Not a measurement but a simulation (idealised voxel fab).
The following process module bears the name voxel self aligned contacts.
It is cross-section cut that appears here, measuring 160 nm in width, its square cells being 5 nm in size.
Bands, listed from the top down, are how a cross-section gets written in this document; the cross-section itself is a grid of square cells, and a band is one or more rows of them. Within each band entry, the heights of the top and of the bottom of the band appear first, in that order and in nm; the materials of the band then follow from left to right, each with its corresponding width in nm. The designation "everywhere" on a single material indicates that it fills the band from edge to edge; the designation "blank" indicates empty space. Heights are measured from 0, the level below which the as-received wafer is all one material; the lowest band has no bottom and continues downward, written as in "0 and below". With a width like "30->40", each row of cells in the band differs from the next by the same amount, the top row carrying the first number and the bottom row the second. Step marked "nothing got changed"? Then no cell in the cross-section changed in it. If an empty space has no open way to the top and is at least 8 cells in size, "closed voids" lists it, written width x height at distance, where distance is measured from the left edge and every value is in nm. Post-settings text on a step line: simulator's own remark regarding the step. The "overlay nm" setting may appear on a step's line; for a step that uses a mask, it gives how far to the right of its planned position the mask lay, and a negative value indicates the left.

Steps planned for the process
1) RECEIVE | material Si
2) OXIDIZE | depth nm 5
3) DIRECTIONAL_DEP | material polySi | thk nm 25
4) DIRECTIONAL_DEP | material SiN | thk nm 20
5) PATTERN | tone cover | mask id GATE | material resist | width nm 35 | pitch nm 70 | thk nm 15 | overlay nm 0
6) DIRECTIONAL_ETCH | etch materials SiN | depth nm 20
7) DIRECTIONAL_ETCH | etch materials polySi | depth nm 25
8) STRIP | etch materials resist
9) CONFORMAL_DEP | material SiN | thk nm 5
10) DIRECTIONAL_ETCH | etch materials SiN | depth nm 5
11) FILL_DEP | material SiO2 | thk nm 15
12) CMP | height nm 50
13) PATTERN | tone open | mask id CONTACT | material resist | width nm 45 | thk nm 15 | overlay nm 0
14) DIRECTIONAL_ETCH | etch materials SiO2 | depth nm 55
15) STRIP | etch materials resist
16) CONFORMAL_DEP | material TiN | thk nm 5
17) FILL_DEP | material Ru | thk nm 10
18) CMP | height nm 50
19) CONFORMAL_DEP | material SiN | thk nm 5

Account of the first of two wafers, which was processed as intended

Delivered wafer in cross-section: state after step 1
    0 and below  Si everywhere
    closed voids: none

Wafer after step 2 (cross-section)
    0 down to -5  SiO2 everywhere
    Note: structure below -5 unchanged.

Wafer after step 3 (cross-section)
    25 down to 0  polySi everywhere
    Note: structure below 0 unchanged.

Wafer after step 4 (cross-section)
    45 down to 25  SiN everywhere
    Note: structure below 25 unchanged.

Wafer after step 5 (cross-section)
    60 down to 45  25 blank / 35 resist / 35 blank / 35 resist / 30 blank
    Note: structure below 45 unchanged.

Wafer after step 6 (cross-section)
    60 down to 45  25 blank / 35 resist / 35 blank / 35 resist / 30 blank
    45 down to 25  25 blank / 35 SiN / 35 blank / 35 SiN / 30 blank
    Note: structure below 25 unchanged.

Wafer after step 7 (cross-section)
    60 down to 45  25 blank / 35 resist / 35 blank / 35 resist / 30 blank
    45 down to 25  25 blank / 35 SiN / 35 blank / 35 SiN / 30 blank
    25 down to 0  25 blank / 35 polySi / 35 blank / 35 polySi / 30 blank
    Note: structure below 0 unchanged.

Wafer after step 8 (cross-section)
    45 down to 25  25 blank / 35 SiN / 35 blank / 35 SiN / 30 blank
    Note: structure below 25 unchanged.

Wafer after step 9 (cross-section)
    50 down to 25  20 blank / 45 SiN / 25 blank / 45 SiN / 25 blank
    25 down to 5  20 blank / 5 SiN / 35 polySi / 5 SiN / 25 blank / 5 SiN / 35 polySi / 5 SiN / 25 blank
    5 down to 0  25 SiN / 35 polySi / 35 SiN / 35 polySi / 30 SiN
    Note: structure below 0 unchanged.

Wafer after step 10 (cross-section)
    45 down to 25  20 blank / 45 SiN / 25 blank / 45 SiN / 25 blank
    25 down to 0  20 blank / 5 SiN / 35 polySi / 5 SiN / 25 blank / 5 SiN / 35 polySi / 5 SiN / 25 blank
    Note: structure below 0 unchanged.

Wafer after step 11 (cross-section)
    60 down to 45  SiO2 everywhere
    45 down to 25  20 SiO2 / 45 SiN / 25 SiO2 / 45 SiN / 25 SiO2
    25 down to 0  20 SiO2 / 5 SiN / 35 polySi / 5 SiN / 25 SiO2 / 5 SiN / 35 polySi / 5 SiN / 25 SiO2
    Note: structure below 0 unchanged.

Wafer after step 12 (cross-section)
    50 down to 45  SiO2 everywhere
    Note: structure below 45 unchanged.

Wafer after step 13 (cross-section)
    65 down to 50  55 resist / 45 blank / 60 resist
    Note: structure below 50 unchanged.

Wafer after step 14 (cross-section)
    65 down to 50  55 resist / 45 blank / 60 resist
    50 down to 45  55 SiO2 / 45 blank / 60 SiO2
    45 down to 25  20 SiO2 / 45 SiN / 25 blank / 45 SiN / 25 SiO2
    25 down to 0  20 SiO2 / 5 SiN / 35 polySi / 5 SiN / 25 blank / 5 SiN / 35 polySi / 5 SiN / 25 SiO2
    0 down to -5  65 SiO2 / 25 blank / 70 SiO2
    Note: structure below -5 unchanged.

Wafer after step 15 (cross-section)
    50 down to 45  55 SiO2 / 45 blank / 60 SiO2
    Note: structure below 45 unchanged.

Wafer after step 16 (cross-section)
    55 down to 50  60 TiN / 35 blank / 65 TiN
    50 down to 45  55 SiO2 / 15 TiN / 15 blank / 15 TiN / 60 SiO2
    45 down to 25  20 SiO2 / 45 SiN / 5 TiN / 15 blank / 5 TiN / 45 SiN / 25 SiO2
    25 down to 0  20 SiO2 / 5 SiN / 35 polySi / 5 SiN / 5 TiN / 15 blank / 5 TiN / 5 SiN / 35 polySi / 5 SiN / 25 SiO2
    0 down to -5  65 SiO2 / 25 TiN / 70 SiO2
    Note: structure below -5 unchanged.

Wafer after step 17 (cross-section)
    65 down to 55  Ru everywhere
    55 down to 50  60 TiN / 35 Ru / 65 TiN
    50 down to 45  55 SiO2 / 15 TiN / 15 Ru / 15 TiN / 60 SiO2
    45 down to 25  20 SiO2 / 45 SiN / 5 TiN / 15 Ru / 5 TiN / 45 SiN / 25 SiO2
    25 down to 0  20 SiO2 / 5 SiN / 35 polySi / 5 SiN / 5 TiN / 15 Ru / 5 TiN / 5 SiN / 35 polySi / 5 SiN / 25 SiO2
    Note: structure below 0 unchanged.

Wafer after step 18 (cross-section)
    50 down to 45  55 SiO2 / 15 TiN / 15 Ru / 15 TiN / 60 SiO2
    Note: structure below 45 unchanged.

Wafer after step 19 (cross-section)
    55 down to 50  SiN everywhere
    Note: structure below 50 unchanged.

The remaining wafer, second of the two, started like the first and was run to the same plan, except that one mistake was made along the way; the two coincide through step 18, inclusive

Cross-section of the second wafer at the time step 19 of the plan should have ended
    65 down to 50  SiN everywhere
    Note: structure below 50 unchanged.
Diagnosis: step 19 did not happen as planned, as run it was CONFORMAL_DEP | material SiN | thk nm 15
At the finish, the second wafer shows more or fewer cells for some materials than the first does: +64 SiN
